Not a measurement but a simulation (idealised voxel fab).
process module | voxel local oxidation
cross-section cut | 175 nm wide | cells 5 nm
A cross-section is a grid of square cells, given in bands from the top down. A band is one or more rows of cells.
Each band's line starts with the height of the band's top and of its bottom, in nm. Then come its materials from left to right, each with its width in nm. One material with "throughout" fills the band from edge to edge. "air" is empty space.
Height 0 is the level under which the wafer as received is all one material. The lowest band goes on downwards, as in "0 down".
A width such as "30 to 40" changes by the same amount from each row of cells to the next, from the band's top row to its bottom row.
"no change" after a step means that no cell of the cross-section changed.
closed voids: empty space of 8 cells or more with no open way to the top, each as width x height at its distance from the left edge, in nm
after a step's settings: what the simulator itself notes on the step
overlay nm, on a step with a mask: how far to the right of its planned place the mask lay; to the left if negative
plan
1 op RECEIVE | material Si
2 op OXIDIZE | depth nm 5
3 op CONFORMAL_DEP | material SiN | thk nm 10
4 op MASKED_ETCH | tone cover | mask id ACTIVE | width nm 115 | etch materials SiN | depth nm 10 | overlay nm 0
5 op SELECTIVE_ETCH | etch materials SiO2 | depth nm 5
6 op OXIDIZE | depth nm 15
7 op STRIP | etch materials SiN
as received, after step 1
  0 down: Si throughout
  closed voids: none
first wafer at the end, as planned
  0 to -5: air 35 | SiO2 105 | air 35
  -5 to -20: SiO2 50 | Si 75 | SiO2 50
  -20 down: Si throughout
  closed voids: none
second wafer at the end: like start, like plan, one mistake
  0 to -5: air 30 | SiO2 115 | air 30
  -5 to -20: SiO2 45 | Si 85 | SiO2 45
  -20 down: Si throughout
  closed voids: none
what went wrong: step 4 ran as: op MASKED_ETCH | tone cover | mask id ACTIVE | width nm 125 | etch materials SiN | depth nm 10 | overlay nm 0
at the end the second wafer has, in cells: 6 more of Si | 4 fewer of SiO2
